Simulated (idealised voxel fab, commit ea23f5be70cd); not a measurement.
You're looking at the process module voxel trench capacitor.
Cross-section cut spans 170 nm and uses square cells 5 nm in size.
Each cross-section below is a grid of square cells, stated as bands in top-down order, with one or more rows of cells making up each band.
Read a band's entry like this: the first values are the height of its top and the height of its bottom in nm, and what follows is the sequence of materials from left to right, each with its width in nm. Note that "blank" is empty space, and that a single material marked "full width" reaches across the band from edge to edge.
Where do heights start? At 0: under that level the wafer as delivered is made of one material only. And the lowest band has no floor; it just carries on downward, as in "0 nm and below".
The width entry "30 to 40" should be interpreted row by row: the top row of cells in the band takes the first number, the bottom row takes the second number, and the change between adjacent rows is uniform throughout.
A step reported as "no alteration" is a step in which no cell of the cross-section changed.
"Cavities, closed" means: voids of 8 cells or more that are shut off from the top with no open way through. Written width x height at distance, distance from the left edge, in nm.
after a step's settings: what the simulator itself notes on the step
The optional step-line setting "overlay nm" applies to steps with a mask and quantifies how far to the right of its planned location the mask lay, a negative value indicating leftward placement.
### These are the steps we planned for the process
1 RECEIVE (material Si)
2 CONFORMAL_DEP (material SiN; thk nm 10)
3 DIRECTIONAL_DEP (material aC; thk nm 5)
4 PATTERN (tone open; mask id TRENCH; material resist; width nm 25; pitch nm 45; thk nm 35; overlay nm 0)
5 DIRECTIONAL_ETCH (etch materials aC; depth nm 15)
6 STRIP (etch materials resist)
7 DIRECTIONAL_ETCH (etch materials SiN; depth nm 10)
8 DIRECTIONAL_ETCH (etch materials Si; depth nm 40)
9 STRIP (etch materials aC)
10 CONFORMAL_DEP (material Al2O3; thk nm 5)
11 CONFORMAL_DEP (material TiN; thk nm 5)
12 FILL_DEP (material W; thk nm 5)
13 CMP (height nm 10)
The plan's step 3 thk nm is the first wafer's value; the wafers differ in this setting and start identical.
### This is how the first of several wafers looked in cross-section when it arrived, which is after step 1
	0 nm and below | Si full width
	Cavities, closed: none
### Take a look at the first of several wafers in cross-section: the module is done, and step 13 was its last step
	10 nm to 0 nm | 25 nm SiN, 5 nm Al2O3, 5 nm TiN, 5 nm W, 5 nm TiN, 5 nm Al2O3, 20 nm SiN, 5 nm Al2O3, 5 nm TiN, 5 nm W, 5 nm TiN, 5 nm Al2O3, 20 nm SiN, 5 nm Al2O3, 5 nm TiN, 5 nm W, 5 nm TiN, 5 nm Al2O3, 30 nm SiN
	0 nm to -30 nm | 25 nm Si, 5 nm Al2O3, 5 nm TiN, 5 nm W, 5 nm TiN, 5 nm Al2O3, 20 nm Si, 5 nm Al2O3, 5 nm TiN, 5 nm W, 5 nm TiN, 5 nm Al2O3, 20 nm Si, 5 nm Al2O3, 5 nm TiN, 5 nm W, 5 nm TiN, 5 nm Al2O3, 30 nm Si
	-30 nm to -35 nm | 25 nm Si, 5 nm Al2O3, 15 nm TiN, 5 nm Al2O3, 20 nm Si, 5 nm Al2O3, 15 nm TiN, 5 nm Al2O3, 20 nm Si, 5 nm Al2O3, 15 nm TiN, 5 nm Al2O3, 30 nm Si
	-35 nm to -40 nm | 25 nm Si, 25 nm Al2O3, 20 nm Si, 25 nm Al2O3, 20 nm Si, 25 nm Al2O3, 30 nm Si
	-40 nm and below | Si full width
	Cavities, closed: none
### Sectional view of the last wafer upon completion of the module
	10 nm to 0 nm | SiN full width
	0 nm and below | Si full width
	Cavities, closed: none
### The following table contains a row per wafer, in which are reported, at the conclusion of the module, the cells of each material gained (+) or lost (-) since the wafer's receipt, with its closed voids given thereafter
thk nm 5 | +69 Al2O3 | -120 Si | +38 SiN | +57 TiN | +24 W | Cavities, closed: none
thk nm 10 | +69 Al2O3 | -120 Si | +38 SiN | +57 TiN | +24 W | Cavities, closed: none
thk nm 15 | +69 Al2O3 | -120 Si | +38 SiN | +57 TiN | +24 W | Cavities, closed: none
thk nm 20 | +68 SiN | Cavities, closed: none
thk nm 25 | +68 SiN | Cavities, closed: none
thk nm 30 | +68 SiN | Cavities, closed: none
